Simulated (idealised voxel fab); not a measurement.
Title: Process Module voxel fin reveal
Displayed cross-section: cut, width of 270 nm, square cells sized 5 nm.
Bands, listed from the top down, are how a cross-section gets written in this document; the cross-section itself is a grid of square cells, and a band is one or more rows of them.
Read a band's entry like this: the first values are the height of its top and the height of its bottom in nm, and what follows is the sequence of materials from left to right, each with its width in nm. Note that "blank" is empty space, and that a single material marked "edge to edge" reaches across the band from edge to edge.
Where do heights start? At 0: under that level the wafer as delivered is made of one material only. And the lowest band has no floor; it just carries on downward, as in "0 and below".
Think of "30..40" as a width that walks from the first number to the second as you go down the band, top row to bottom row, taking equal-sized steps from row to row.
The designation "nothing changed", where it is given for a processing step, indicates that no cell of the cross-section was altered in the course of that step.
Under "Enclosed cavities" you'll find the enclosed gaps, the ones with no way out to the top, that are 8 cells or bigger; each reads width x height at distance, with distance counted from the left edge, everything in nm.
Read whatever lies past the settings on a step's line as the simulator's own remark about the step.
"overlay nm", when on a step's line for a step with a mask, measures how far to the right of its planned place the mask lay; a negative measure means to the left.

The following list gives the planned process steps:
1) RECEIVE, material Si
2) CONFORMAL_DEP, material SiN, thk nm 5
3) PATTERN, tone cover, mask id FINS, material resist, width nm 15, pitch nm 35, thk nm 20, overlay nm 0
4) DIRECTIONAL_ETCH, etch materials SiN, depth nm 5
5) DIRECTIONAL_ETCH, etch materials Si, depth nm 35
6) STRIP, etch materials resist
7) OXIDIZE, depth nm 5
8) FILL_DEP, material SiO2, thk nm 15
9) CMP, height nm 5
10) SELECTIVE_ETCH, etch materials SiO2, depth nm 20
11) STRIP, etch materials SiN
12) CONFORMAL_DEP, material SiO2, thk nm 5

first wafer, as planned:

This is the cross-section of the wafer as we received it, i.e. after step 1:
    0 and below: Si edge to edge
    Enclosed cavities: none

after step 2:
    5 down to 0: SiN edge to edge
    Beneath the level 0, the cross-section is identical to its previous state.

after step 3:
    25 down to 5: blank (75)  resist (15)  blank (20)  resist (15)  blank (20)  resist (15)  blank (20)  resist (15)  blank (75)
    Beneath the level 5, the cross-section is identical to its previous state.

after step 4:
    25 down to 5: blank (75)  resist (15)  blank (20)  resist (15)  blank (20)  resist (15)  blank (20)  resist (15)  blank (75)
    5 down to 0: blank (75)  SiN (15)  blank (20)  SiN (15)  blank (20)  SiN (15)  blank (20)  SiN (15)  blank (75)
    Beneath the level 0, the cross-section is identical to its previous state.

after step 5:
    25 down to 5: blank (75)  resist (15)  blank (20)  resist (15)  blank (20)  resist (15)  blank (20)  resist (15)  blank (75)
    5 down to 0: blank (75)  SiN (15)  blank (20)  SiN (15)  blank (20)  SiN (15)  blank (20)  SiN (15)  blank (75)
    0 down to -35: blank (75)  Si (15)  blank (20)  Si (15)  blank (20)  Si (15)  blank (20)  Si (15)  blank (75)
    Beneath the level -35, the cross-section is identical to its previous state.

after step 6:
    5 down to 0: blank (75)  SiN (15)  blank (20)  SiN (15)  blank (20)  SiN (15)  blank (20)  SiN (15)  blank (75)
    Beneath the level 0, the cross-section is identical to its previous state.

after step 7:
    5 down to 0: blank (75)  SiN (15)  blank (20)  SiN (15)  blank (20)  SiN (15)  blank (20)  SiN (15)  blank (75)
    0 down to -35: blank (75)  SiO2 (5)  Si (5)  SiO2 (5)  blank (20)  SiO2 (5)  Si (5)  SiO2 (5)  blank (20)  SiO2 (5)  Si (5)  SiO2 (5)  blank (20)  SiO2 (5)  Si (5)  SiO2 (5)  blank (75)
    -35 down to -40: SiO2 (80)  Si (5)  SiO2 (30)  Si (5)  SiO2 (30)  Si (5)  SiO2 (30)  Si (5)  SiO2 (80)
    Beneath the level -40, the cross-section is identical to its previous state.

after step 8:
    20 down to 5: SiO2 edge to edge
    5 down to 0: SiO2 (75)  SiN (15)  SiO2 (20)  SiN (15)  SiO2 (20)  SiN (15)  SiO2 (20)  SiN (15)  SiO2 (75)
    0 down to -40: SiO2 (80)  Si (5)  SiO2 (30)  Si (5)  SiO2 (30)  Si (5)  SiO2 (30)  Si (5)  SiO2 (80)
    Beneath the level -40, the cross-section is identical to its previous state.

after step 9:
    5 down to 0: SiO2 (75)  SiN (15)  SiO2 (20)  SiN (15)  SiO2 (20)  SiN (15)  SiO2 (20)  SiN (15)  SiO2 (75)
    Beneath the level 0, the cross-section is identical to its previous state.

after step 10:
    5 down to 0: blank (75)  SiN (15)  blank (20)  SiN (15)  blank (20)  SiN (15)  blank (20)  SiN (15)  blank (75)
    0 down to -15: blank (80)  Si (5)  blank (30)  Si (5)  blank (30)  Si (5)  blank (30)  Si (5)  blank (80)
    Beneath the level -15, the cross-section is identical to its previous state.

after step 11:
    0 down to -15: blank (80)  Si (5)  blank (30)  Si (5)  blank (30)  Si (5)  blank (30)  Si (5)  blank (80)
    Beneath the level -15, the cross-section is identical to its previous state.

after step 12:
    5 down to 0: blank (75)  SiO2 (15)  blank (20)  SiO2 (15)  blank (20)  SiO2 (15)  blank (20)  SiO2 (15)  blank (75)
    0 down to -10: blank (75)  SiO2 (5)  Si (5)  SiO2 (5)  blank (20)  SiO2 (5)  Si (5)  SiO2 (5)  blank (20)  SiO2 (5)  Si (5)  SiO2 (5)  blank (20)  SiO2 (5)  Si (5)  SiO2 (5)  blank (75)
    -10 down to -40: SiO2 (80)  Si (5)  SiO2 (30)  Si (5)  SiO2 (30)  Si (5)  SiO2 (30)  Si (5)  SiO2 (80)
    Beneath the level -40, the cross-section is identical to its previous state.

For the second wafer, take the first wafer's start and plan, then add one mistake made in running it; everything through step 4, that step included, is shared with the first:

Here is the second wafer in cross-section at the point where step 5 of the plan should have been done:
    25 down to 5: blank (75)  resist (15)  blank (20)  resist (15)  blank (20)  resist (15)  blank (20)  resist (15)  blank (75)
    5 down to 0: blank (75)  SiN (15)  blank (20)  SiN (15)  blank (20)  SiN (15)  blank (20)  SiN (15)  blank (75)
    0 down to -70: blank (75)  Si (15)  blank (20)  Si (15)  blank (20)  Si (15)  blank (20)  Si (15)  blank (75)
    Beneath the level -70, the cross-section is identical to its previous state.

Here is the second wafer in cross-section at the point where step 6 of the plan should have been done:
    5 down to 0: blank (75)  SiN (15)  blank (20)  SiN (15)  blank (20)  SiN (15)  blank (20)  SiN (15)  blank (75)
    Beneath the level 0, the cross-section is identical to its previous state.

Here is the second wafer in cross-section at the point where step 7 of the plan should have been done:
    5 down to 0: blank (75)  SiN (15)  blank (20)  SiN (15)  blank (20)  SiN (15)  blank (20)  SiN (15)  blank (75)
    0 down to -70: blank (75)  SiO2 (5)  Si (5)  SiO2 (5)  blank (20)  SiO2 (5)  Si (5)  SiO2 (5)  blank (20)  SiO2 (5)  Si (5)  SiO2 (5)  blank (20)  SiO2 (5)  Si (5)  SiO2 (5)  blank (75)
    -70 down to -75: SiO2 (80)  Si (5)  SiO2 (30)  Si (5)  SiO2 (30)  Si (5)  SiO2 (30)  Si (5)  SiO2 (80)
    Beneath the level -75, the cross-section is identical to its previous state.

Here is the second wafer in cross-section at the point where step 8 of the plan should have been done:
    20 down to 5: SiO2 edge to edge
    5 down to 0: SiO2 (75)  SiN (15)  SiO2 (20)  SiN (15)  SiO2 (20)  SiN (15)  SiO2 (20)  SiN (15)  SiO2 (75)
    0 down to -75: SiO2 (80)  Si (5)  SiO2 (30)  Si (5)  SiO2 (30)  Si (5)  SiO2 (30)  Si (5)  SiO2 (80)
    Beneath the level -75, the cross-section is identical to its previous state.

Here is the second wafer in cross-section at the point where step 9 of the plan should have been done:
    5 down to 0: SiO2 (75)  SiN (15)  SiO2 (20)  SiN (15)  SiO2 (20)  SiN (15)  SiO2 (20)  SiN (15)  SiO2 (75)
    Beneath the level 0, the cross-section is identical to its previous state.

Here is the second wafer in cross-section at the point where step 10 of the plan should have been done:
    5 down to 0: blank (75)  SiN (15)  blank (20)  SiN (15)  blank (20)  SiN (15)  blank (20)  SiN (15)  blank (75)
    0 down to -15: blank (80)  Si (5)  blank (30)  Si (5)  blank (30)  Si (5)  blank (30)  Si (5)  blank (80)
    Beneath the level -15, the cross-section is identical to its previous state.

Here is the second wafer in cross-section at the point where step 11 of the plan should have been done:
    0 down to -15: blank (80)  Si (5)  blank (30)  Si (5)  blank (30)  Si (5)  blank (30)  Si (5)  blank (80)
    Beneath the level -15, the cross-section is identical to its previous state.

Here is the second wafer in cross-section at the point where step 12 of the plan should have been done:
    5 down to 0: blank (75)  SiO2 (15)  blank (20)  SiO2 (15)  blank (20)  SiO2 (15)  blank (20)  SiO2 (15)  blank (75)
    0 down to -10: blank (75)  SiO2 (5)  Si (5)  SiO2 (5)  blank (20)  SiO2 (5)  Si (5)  SiO2 (5)  blank (20)  SiO2 (5)  Si (5)  SiO2 (5)  blank (20)  SiO2 (5)  Si (5)  SiO2 (5)  blank (75)
    -10 down to -75: SiO2 (80)  Si (5)  SiO2 (30)  Si (5)  SiO2 (30)  Si (5)  SiO2 (30)  Si (5)  SiO2 (80)
    Beneath the level -75, the cross-section is identical to its previous state.
What broke from the plan during processing? step 5 in the plan was executed twice
Final cells, second wafer relative to first, materials higher or lower: -350 Si | +350 SiO2
